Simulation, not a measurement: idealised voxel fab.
The process module that follows is named voxel self aligned vias.
The width of the displayed cross-section, cut, is 220 nm; its cells are square, with a size of 5 nm.
Think of the cross-section as a grid of square cells. We describe it in bands, top to bottom, and each band covers one or more rows of those cells. Look at the band entry: it leads with the top's height and the bottom's height in nm. Then it lists the materials left to right, with a width in nm for each. The word "everywhere" on a single material says that material fills the band edge to edge. The word "air" is empty space. The level at which height equals 0 is the one under which the wafer, as it arrives, is entirely one material. No lower edge exists for the bottom band, which continues downward and is notated as in "0 and below". Top row gets the first number, bottom row gets the second, and each row in between changes by the same step: that is how a band width like "30..40" works. Where a step carries "remained the same", the cross-section came out of it unchanged, cell for cell. Entry "Non-vented voids" = empty spaces >= 8 cells with no open way to the top; each as width x height at distance, distance from left edge, all nm. Step line, after settings: the simulator's comment on this step. overlay nm: mask offset rightward from planned place, masked step; negative means leftward offset.
-- The following list gives the planned process steps
| 1 | RECEIVE | material Si |
| 2 | CONFORMAL_DEP | material SiO2 | thk nm 15 |
| 3 | CONFORMAL_DEP | material SiCN | thk nm 5 |
| 4 | DIRECTIONAL_DEP | material lowk | thk nm 30 |
| 5 | MASKED_ETCH | tone open | mask id LINES | width nm 25 | pitch nm 50 | etch materials lowk | depth nm 30 | overlay nm 0 |
| 6 | CONFORMAL_DEP | material TiN | thk nm 5 |
| 7 | FILL_DEP | material W | thk nm 5 |
| 8 | CMP | height nm 50 |
| 9 | SELECTIVE_ETCH | etch materials W Ru TiN | depth nm 5 |
| 10 | FILL_DEP | material SiN | thk nm 10 |
| 11 | CMP | height nm 50 |
| 12 | DIRECTIONAL_DEP | material lowk | thk nm 20 |
| 13 | PATTERN | tone open | mask id VIAS | material resist | width nm 35 | pitch nm 50 | thk nm 15 | overlay nm 0 |
| 14 | DIRECTIONAL_ETCH | etch materials lowk | depth nm 20 |
| 15 | DIRECTIONAL_ETCH | etch materials SiN | depth nm 5 |
| 16 | STRIP | etch materials resist |
| 17 | CONFORMAL_DEP | material TiN | thk nm 5 |
| 18 | FILL_DEP | material Cu | thk nm 5 |
| 19 | CMP | height nm 70 |
| 20 | CONFORMAL_DEP | material SiN | thk nm 5 |
-- As-received wafer cross-section (after step 1)
> 0 and below | Si everywhere
> Non-vented voids: none
-- Cross-section: first of two wafers, module finished, run according to plan
> 75 down to 70 | SiN everywhere
> 70 down to 55 | lowk 40, then TiN 5, then Cu 25, then TiN 5, then lowk 15, then TiN 5, then Cu 25, then TiN 5, then lowk 15, then TiN 5, then Cu 25, then TiN 5, then lowk 45
> 55 down to 50 | lowk 40, then TiN 10, then Cu 15, then TiN 10, then lowk 15, then TiN 10, then Cu 15, then TiN 10, then lowk 15, then TiN 10, then Cu 15, then TiN 10, then lowk 45
> 50 down to 45 | lowk 45, then TiN 25, then lowk 25, then TiN 25, then lowk 25, then TiN 25, then lowk 50
> 45 down to 25 | lowk 45, then TiN 5, then W 15, then TiN 5, then lowk 25, then TiN 5, then W 15, then TiN 5, then lowk 25, then TiN 5, then W 15, then TiN 5, then lowk 50
> 25 down to 20 | lowk 45, then TiN 25, then lowk 25, then TiN 25, then lowk 25, then TiN 25, then lowk 50
> 20 down to 15 | SiCN everywhere
> 15 down to 0 | SiO2 everywhere
> 0 and below | Si everywhere
> Non-vented voids: none
-- This cross-section belongs to the second wafer of two at the end of the module; the start and the plan were shared with the first, and the run included one mistake
> 75 down to 70 | SiN everywhere
> 70 down to 50 | lowk 40, then TiN 5, then Cu 25, then TiN 5, then lowk 15, then TiN 5, then Cu 25, then TiN 5, then lowk 15, then TiN 5, then Cu 25, then TiN 5, then lowk 45
> 50 down to 45 | SiN 40, then TiN 35, then SiN 15, then TiN 35, then SiN 15, then TiN 35, then SiN 45
> 45 down to 20 | lowk 45, then TiN 5, then W 15, then TiN 5, then lowk 25, then TiN 5, then W 15, then TiN 5, then lowk 25, then TiN 5, then W 15, then TiN 5, then lowk 50
> 20 down to 15 | lowk 45, then TiN 25, then lowk 25, then TiN 25, then lowk 25, then TiN 25, then lowk 50
> 15 down to 0 | SiO2 everywhere
> 0 and below | Si everywhere
> Non-vented voids: none
Misprocessing identified: plan step 3: skipped, not run
Final tally in cells, some materials are higher or lower on the second wafer than on the first: +6 Cu | -44 SiCN | +23 SiN | +6 TiN | +9 W
